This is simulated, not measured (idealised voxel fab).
process module | voxel self aligned contacts
We display cut, a cross-section 250 nm in width whose square cells are each 5 nm.
Heads up, the way a cross-section reads in here is a grid of square cells, handed over as bands from the top down, with every band being one or more rows of cells.
Quick guide to a band line: top height, bottom height (nm) up front; then every material left to right with its width in nm. Only one material and it's marked "throughout"? Then it fills the band edge to edge. And "empty" just means empty space.
Heads up on the height convention: 0 is the point under which the incoming wafer is all one material, and the lowest band has no bottom, it just keeps going down, like "top 0, no bottom".
The two numbers in a width such as "30->40" mark its ends across the band: the first belongs to the top row of cells, the second to the bottom row, and from each row to the next the width moves by the same amount.
Given "same as before" for a step, no cell of the cross-section differs between before and after that step.
Under "Enclosed internal cavities" you'll find the enclosed gaps, the ones with no way out to the top, that are 8 cells or bigger; each reads width x height at distance, with distance counted from the left edge, everything in nm.
Step line, after settings: the simulator's comment on this step.
Among the settings permitted on a step's line is "overlay nm"; applied to a step with a mask, it specifies the extent to which the mask lay to the right of its planned position, whereas a negative figure signifies a position to the left.
Process steps - plan:
| 1 | RECEIVE with material Si |
| 2 | OXIDIZE with depth nm 5 |
| 3 | DIRECTIONAL_DEP with material polySi, thk nm 20 |
| 4 | DIRECTIONAL_DEP with material SiN, thk nm 20 |
| 5 | MASKED_ETCH with tone cover, mask id GATE, width nm 35, pitch nm 60, etch materials SiN, depth nm 20, overlay nm 0 |
| 6 | MASKED_ETCH with tone cover, mask id GATE, width nm 35, pitch nm 60, etch materials polySi, depth nm 20, overlay nm 0 |
| 7 | CONFORMAL_DEP with material SiN, thk nm 5 |
| 8 | DIRECTIONAL_ETCH with etch materials SiN, depth nm 5 |
| 9 | FILL_DEP with material SiO2, thk nm 20 |
| 10 | CMP with height nm 50 |
| 11 | PATTERN with tone open, mask id CONTACT, material resist, width nm 45, thk nm 15, overlay nm 0 |
| 12 | DIRECTIONAL_ETCH with etch materials SiO2, depth nm 55 |
| 13 | STRIP with etch materials resist |
| 14 | CONFORMAL_DEP with material TiN, thk nm 5 |
| 15 | FILL_DEP with material Ru, thk nm 5 |
| 16 | CMP with height nm 50 |
| 17 | CONFORMAL_DEP with material SiN, thk nm 5 |
The first of a set of two wafers, run to plan:
as received, after step 1:
top 0, no bottom | Si throughout
Enclosed internal cavities: none
How the wafer stands in section after step 2:
top 0, bottom -5 | SiO2 throughout
Under -5: no change, same as before.
How the wafer stands in section after step 3:
top 20, bottom 0 | polySi throughout
Under 0: no change, same as before.
How the wafer stands in section after step 4:
top 40, bottom 20 | SiN throughout
Under 20: no change, same as before.
How the wafer stands in section after step 5:
top 40, bottom 20 | 75 empty  35 SiN  25 empty  35 SiN  80 empty
Under 20: no change, same as before.
How the wafer stands in section after step 6:
top 40, bottom 20 | 75 empty  35 SiN  25 empty  35 SiN  80 empty
top 20, bottom 0 | 75 empty  35 polySi  25 empty  35 polySi  80 empty
Under 0: no change, same as before.
How the wafer stands in section after step 7:
top 45, bottom 20 | 70 empty  45 SiN  15 empty  45 SiN  75 empty
top 20, bottom 5 | 70 empty  5 SiN  35 polySi  5 SiN  15 empty  5 SiN  35 polySi  5 SiN  75 empty
top 5, bottom 0 | 75 SiN  35 polySi  25 SiN  35 polySi  80 SiN
Under 0: no change, same as before.
How the wafer stands in section after step 8:
top 40, bottom 20 | 70 empty  45 SiN  15 empty  45 SiN  75 empty
top 20, bottom 0 | 70 empty  5 SiN  35 polySi  5 SiN  15 empty  5 SiN  35 polySi  5 SiN  75 empty
Under 0: no change, same as before.
How the wafer stands in section after step 9:
top 60, bottom 40 | SiO2 throughout
top 40, bottom 20 | 70 SiO2  45 SiN  15 SiO2  45 SiN  75 SiO2
top 20, bottom 0 | 70 SiO2  5 SiN  35 polySi  5 SiN  15 SiO2  5 SiN  35 polySi  5 SiN  75 SiO2
Under 0: no change, same as before.
How the wafer stands in section after step 10:
top 50, bottom 40 | SiO2 throughout
Under 40: no change, same as before.
How the wafer stands in section after step 11:
top 65, bottom 50 | 100 resist  45 empty  105 resist
Under 50: no change, same as before.
How the wafer stands in section after step 12:
top 65, bottom 50 | 100 resist  45 empty  105 resist
top 50, bottom 40 | 100 SiO2  45 empty  105 SiO2
top 40, bottom 20 | 70 SiO2  45 SiN  15 empty  45 SiN  75 SiO2
top 20, bottom 0 | 70 SiO2  5 SiN  35 polySi  5 SiN  15 empty  5 SiN  35 polySi  5 SiN  75 SiO2
top 0, bottom -5 | 115 SiO2  15 empty  120 SiO2
Under -5: no change, same as before.
How the wafer stands in section after step 13:
top 50, bottom 40 | 100 SiO2  45 empty  105 SiO2
Under 40: no change, same as before.
How the wafer stands in section after step 14:
top 55, bottom 50 | 105 TiN  35 empty  110 TiN
top 50, bottom 40 | 100 SiO2  5->20 TiN  35->5 empty  5->20 TiN  105 SiO2
top 40, bottom 20 | 70 SiO2  45 SiN  5 TiN  5 empty  5 TiN  45 SiN  75 SiO2
top 20, bottom 0 | 70 SiO2  5 SiN  35 polySi  5 SiN  5 TiN  5 empty  5 TiN  5 SiN  35 polySi  5 SiN  75 SiO2
top 0, bottom -5 | 115 SiO2  15 TiN  120 SiO2
Under -5: no change, same as before.
How the wafer stands in section after step 15:
top 60, bottom 55 | Ru throughout
top 55, bottom 50 | 105 TiN  35 Ru  110 TiN
top 50, bottom 40 | 100 SiO2  5->20 TiN  35->5 Ru  5->20 TiN  105 SiO2
top 40, bottom 20 | 70 SiO2  45 SiN  5 TiN  5 Ru  5 TiN  45 SiN  75 SiO2
top 20, bottom 0 | 70 SiO2  5 SiN  35 polySi  5 SiN  5 TiN  5 Ru  5 TiN  5 SiN  35 polySi  5 SiN  75 SiO2
Under 0: no change, same as before.
How the wafer stands in section after step 16:
top 50, bottom 40 | 100 SiO2  5->20 TiN  35->5 Ru  5->20 TiN  105 SiO2
Under 40: no change, same as before.
How the wafer stands in section after step 17:
top 55, bottom 50 | SiN throughout
Under 50: no change, same as before.
The second wafer: identical to the first at the outset and in its planned sequence, differing only in that one mistake was made during processing; up to and including step 2, its path is the first wafer's path:
when step 3 should have ended:
top 40, bottom 0 | polySi throughout
Under 0: no change, same as before.
when step 4 should have ended:
top 60, bottom 40 | SiN throughout
Under 40: no change, same as before.
when step 5 should have ended:
top 60, bottom 40 | 75 empty  35 SiN  25 empty  35 SiN  80 empty
Under 40: no change, same as before.
when step 6 should have ended:
top 60, bottom 40 | 75 empty  35 SiN  25 empty  35 SiN  80 empty
top 40, bottom 20 | 75 empty  35 polySi  25 empty  35 polySi  80 empty
Under 20: no change, same as before.
when step 7 should have ended:
top 65, bottom 40 | 70 empty  45 SiN  15 empty  45 SiN  75 empty
top 40, bottom 25 | 70 empty  5 SiN  35 polySi  5 SiN  15 empty  5 SiN  35 polySi  5 SiN  75 empty
top 25, bottom 20 | 75 SiN  35 polySi  25 SiN  35 polySi  80 SiN
Under 20: no change, same as before.
when step 8 should have ended:
top 60, bottom 40 | 70 empty  45 SiN  15 empty  45 SiN  75 empty
top 40, bottom 20 | 70 empty  5 SiN  35 polySi  5 SiN  15 empty  5 SiN  35 polySi  5 SiN  75 empty
Under 20: no change, same as before.
when step 9 should have ended:
top 80, bottom 60 | SiO2 throughout
top 60, bottom 40 | 70 SiO2  45 SiN  15 SiO2  45 SiN  75 SiO2
top 40, bottom 20 | 70 SiO2  5 SiN  35 polySi  5 SiN  15 SiO2  5 SiN  35 polySi  5 SiN  75 SiO2
Under 20: no change, same as before.
when step 10 should have ended:
top 50, bottom 40 | 70 SiO2  45 SiN  15 SiO2  45 SiN  75 SiO2
Under 40: no change, same as before.
when step 11 should have ended:
top 65, bottom 50 | 100 resist  45 empty  105 resist
Under 50: no change, same as before.
when step 12 should have ended:
top 65, bottom 50 | 100 resist  45 empty  105 resist
top 50, bottom 40 | 70 SiO2  45 SiN  15 empty  45 SiN  75 SiO2
top 40, bottom 20 | 70 SiO2  5 SiN  35 polySi  5 SiN  15 empty  5 SiN  35 polySi  5 SiN  75 SiO2
Under 20: no change, same as before.
when step 13 should have ended:
top 50, bottom 40 | 70 SiO2  45 SiN  15 empty  45 SiN  75 SiO2
Under 40: no change, same as before.
when step 14 should have ended:
top 55, bottom 50 | 120 TiN  5 empty  125 TiN
top 50, bottom 40 | 70 SiO2  45 SiN  5 TiN  5 empty  5 TiN  45 SiN  75 SiO2
top 40, bottom 25 | 70 SiO2  5 SiN  35 polySi  5 SiN  5 TiN  5 empty  5 TiN  5 SiN  35 polySi  5 SiN  75 SiO2
top 25, bottom 20 | 70 SiO2  5 SiN  35 polySi  5 SiN  15 TiN  5 SiN  35 polySi  5 SiN  75 SiO2
Under 20: no change, same as before.
when step 15 should have ended:
top 60, bottom 55 | Ru throughout
top 55, bottom 50 | 120 TiN  5 Ru  125 TiN
top 50, bottom 40 | 70 SiO2  45 SiN  5 TiN  5 Ru  5 TiN  45 SiN  75 SiO2
top 40, bottom 25 | 70 SiO2  5 SiN  35 polySi  5 SiN  5 TiN  5 Ru  5 TiN  5 SiN  35 polySi  5 SiN  75 SiO2
Under 25: no change, same as before.
when step 16 should have ended:
top 50, bottom 40 | 70 SiO2  45 SiN  5 TiN  5 Ru  5 TiN  45 SiN  75 SiO2
Under 40: no change, same as before.
when step 17 should have ended:
top 55, bottom 50 | SiN throughout
Under 50: no change, same as before.
Here's what went sideways: plan step 3 was conducted twice
At the finish, the second wafer shows more or fewer cells for some materials than the first does: -11 Ru, -36 SiN, -137 SiO2, -16 TiN, +200 polySi
